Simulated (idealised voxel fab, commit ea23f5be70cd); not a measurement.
The document below concerns the process module designated voxel spacer lines.
The cross-section on display is named cut; it measures 300 nm wide, and its cells are 5 nm squares.
Heads up, the way a cross-section reads in here is a grid of square cells, handed over as bands from the top down, with every band being one or more rows of cells.
Read a band's entry like this: the first values are the height of its top and the height of its bottom in nm, and what follows is the sequence of materials from left to right, each with its width in nm. Note that "air" is empty space, and that a single material marked "full width" reaches across the band from edge to edge.
Zero point of the height axis is 0; under it, received wafer = one material. Lowest band: continues down indefinitely, "0 nm and below".
When a width is written as two numbers, as in "30..40", the first number is the width in the top row of cells of the band and the second is the width in its bottom row, and the width changes by the same amount from each row to the next.
Step note "identical to before" = no cross-section cell changed.
Voids not open to the top, 8 cells minimum: see "Sealed-off cavities". Written width x height at distance; distance is from the left edge; nm.
Past the settings on a step's line: simulator remark, on that step.
"overlay nm" on a masked step: distance the mask lay right of its planned place, negative for left.
HERE'S WHAT THE PLANNED PROCESS STEPS LOOK LIKE
| 1 | RECEIVE [material Si] |
| 2 | CONFORMAL_DEP [material Al2O3] [thk nm 10] |
| 3 | DIRECTIONAL_DEP [material W] [thk nm 15] |
| 4 | DIRECTIONAL_DEP [material polySi] [thk nm 25] |
| 5 | PATTERN [tone cover] [mask id MANDREL] [material resist] [width nm 15] [pitch nm 50] [thk nm 30] [overlay nm -15] |
| 6 | DIRECTIONAL_ETCH [etch materials polySi] [depth nm 25] |
| 7 | STRIP [etch materials resist] |
| 8 | CONFORMAL_DEP [material SiO2] [thk nm 10] |
| 9 | DIRECTIONAL_ETCH [etch materials SiO2] [depth nm 10] |
| 10 | STRIP [etch materials polySi] |
| 11 | DIRECTIONAL_ETCH [etch materials W] [depth nm 15] |
| 12 | STRIP [etch materials SiO2] |
| 13 | FILL_DEP [material SiO2] [thk nm 5] |
| 14 | CMP [height nm 25] |
Keep in mind the plan's value for the overlay nm of step 5 comes from the first wafer; the wafers don't share that setting, but they do share the same starting point.
CROSS-SECTION: THE FIRST OF SEVERAL WAFERS IN ITS AS-RECEIVED STATE, I.E. FOLLOWING STEP 1
    0 nm and below | Si full width
    Sealed-off cavities: none
EACH ROW BELOW IS A WAFER AT THE END OF THE MODULE, LISTING FOR EVERY MATERIAL THE NUMBER OF CELLS IT HAS GAINED (+) OR LOST (-) SINCE IT WAS RECEIVED, FOLLOWED BY ITS CLOSED VOIDS
overlay nm -15; +120 Al2O3; +156 SiO2; +24 W; Sealed-off cavities: none
overlay nm -10; +120 Al2O3; +156 SiO2; +24 W; Sealed-off cavities: none
overlay nm -5; +120 Al2O3; +156 SiO2; +24 W; Sealed-off cavities: none
overlay nm 0; +120 Al2O3; +156 SiO2; +24 W; Sealed-off cavities: none
overlay nm 5; +120 Al2O3; +156 SiO2; +24 W; Sealed-off cavities: none
overlay nm 10; +120 Al2O3; +156 SiO2; +24 W; Sealed-off cavities: none
overlay nm 15; +120 Al2O3; +156 SiO2; +24 W; Sealed-off cavities: none
